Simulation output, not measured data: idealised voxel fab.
process module | voxel self aligned vias
cross-section cut | 285 nm wide | cells 5 nm
A cross-section is a grid of square cells, given in bands from the top down. A band is one or more rows of cells.
Each band's line starts with the height of the band's top and of its bottom, in nm. Then come its materials from left to right, each with its width in nm. One material with "throughout" fills the band from edge to edge. "air" is empty space.
Height 0 is the level under which the wafer as received is all one material. The lowest band goes on downwards, as in "0 down".
A width such as "30 to 40" changes by the same amount from each row of cells to the next, from the band's top row to its bottom row.
"no change" after a step means that no cell of the cross-section changed.
closed voids: empty space of 8 cells or more with no open way to the top, each as width x height at its distance from the left edge, in nm
after a step's settings: what the simulator itself notes on the step
overlay nm, on a step with a mask: how far to the right of its planned place the mask lay; to the left if negative
plan
1 op RECEIVE | material Si
2 op CONFORMAL_DEP | material SiO2 | thk nm 10
3 op CONFORMAL_DEP | material SiCN | thk nm 5
4 op DIRECTIONAL_DEP | material SiO2 | thk nm 25
5 op DIRECTIONAL_DEP | material aC | thk nm 10
6 op PATTERN | tone open | mask id LINES | material resist | width nm 20 | pitch nm 75 | thk nm 30 | overlay nm 0
7 op DIRECTIONAL_ETCH | etch materials aC | depth nm 10
8 op STRIP | etch materials resist
9 op DIRECTIONAL_ETCH | etch materials SiO2 | depth nm 25
10 op STRIP | etch materials aC
11 op CONFORMAL_DEP | material TiN | thk nm 5
12 op FILL_DEP | material Ru | thk nm 10
13 op CMP | height nm 40
14 op SELECTIVE_ETCH | etch materials W Ru TiN | depth nm 10
15 op FILL_DEP | material SiN | thk nm 10
16 op CMP | height nm 40
17 op DIRECTIONAL_DEP | material SiO2 | thk nm 15
18 op PATTERN | tone open | mask id VIAS | material resist | width nm 50 | thk nm 15 | overlay nm 0
19 op DIRECTIONAL_ETCH | etch materials SiO2 | depth nm 15
20 op DIRECTIONAL_ETCH | etch materials SiN | depth nm 10
21 op STRIP | etch materials resist
22 op CONFORMAL_DEP | material TiN | thk nm 5
23 op FILL_DEP | material Ru | thk nm 10
24 op CMP | height nm 55
25 op CONFORMAL_DEP | material SiCN | thk nm 5
varied across the wafers: width nm of step 6. The plan shows the first wafer's value. All wafers start alike
first wafer as received, after step 1
  0 down: Si throughout
  closed voids: none
first wafer at the end, after step 25
  60 to 55: SiCN throughout
  55 to 45: SiO2 80 | TiN 5 | Ru 40 | TiN 5 | SiO2 155
  45 to 40: SiO2 80 | TiN 20 | Ru 10 | TiN 20 | SiO2 155
  40 to 35: SiO2 95 | TiN 5 | Ru 10 | TiN 5 | SiO2 55 | SiN 20 | SiO2 95
  35 to 30: SiO2 95 | TiN 20 | SiO2 55 | SiN 20 | SiO2 95
  30 to 20: SiO2 95 | TiN 5 | Ru 10 | TiN 5 | SiO2 55 | TiN 5 | Ru 10 | TiN 5 | SiO2 95
  20 to 15: SiO2 95 | TiN 20 | SiO2 55 | TiN 20 | SiO2 95
  15 to 10: SiCN throughout
  10 to 0: SiO2 throughout
  0 down: Si throughout
  closed voids: none
last wafer at the end
  60 to 55: SiCN throughout
  55 to 45: SiO2 80 | TiN 5 | Ru 40 | TiN 5 | SiO2 155
  45 to 40: SiO2 80 | TiN 10 | Ru 35 | TiN 5 | SiO2 155
  40 to 35: SiO2 85 | TiN 5 | Ru 35 | TiN 5 | SiO2 30 | SiN 45 | SiO2 80
  35 to 30: SiO2 85 | TiN 45 | SiO2 30 | SiN 45 | SiO2 80
  30 to 20: SiO2 85 | TiN 5 | Ru 35 | TiN 5 | SiO2 30 | TiN 5 | Ru 35 | TiN 5 | SiO2 80
  20 to 15: SiO2 85 | TiN 45 | SiO2 30 | TiN 45 | SiO2 80
  15 to 10: SiCN throughout
  10 to 0: SiO2 throughout
  0 down: Si throughout
  closed voids: none
each wafer at the end: cells of each material gained (+) or lost (-) since it was received, then its closed voids
width nm 20 | +28 Ru | +114 SiCN | +8 SiN | +500 SiO2 | +34 TiN | closed voids: none
width nm 25 | +34 Ru | +114 SiCN | +10 SiN | +490 SiO2 | +36 TiN | closed voids: none
width nm 30 | +40 Ru | +114 SiCN | +12 SiN | +480 SiO2 | +38 TiN | closed voids: none
width nm 35 | +46 Ru | +114 SiCN | +14 SiN | +470 SiO2 | +40 TiN | closed voids: none
width nm 40 | +52 Ru | +114 SiCN | +16 SiN | +460 SiO2 | +42 TiN | closed voids: none
width nm 45 | +58 Ru | +114 SiCN | +18 SiN | +450 SiO2 | +44 TiN | closed voids: none
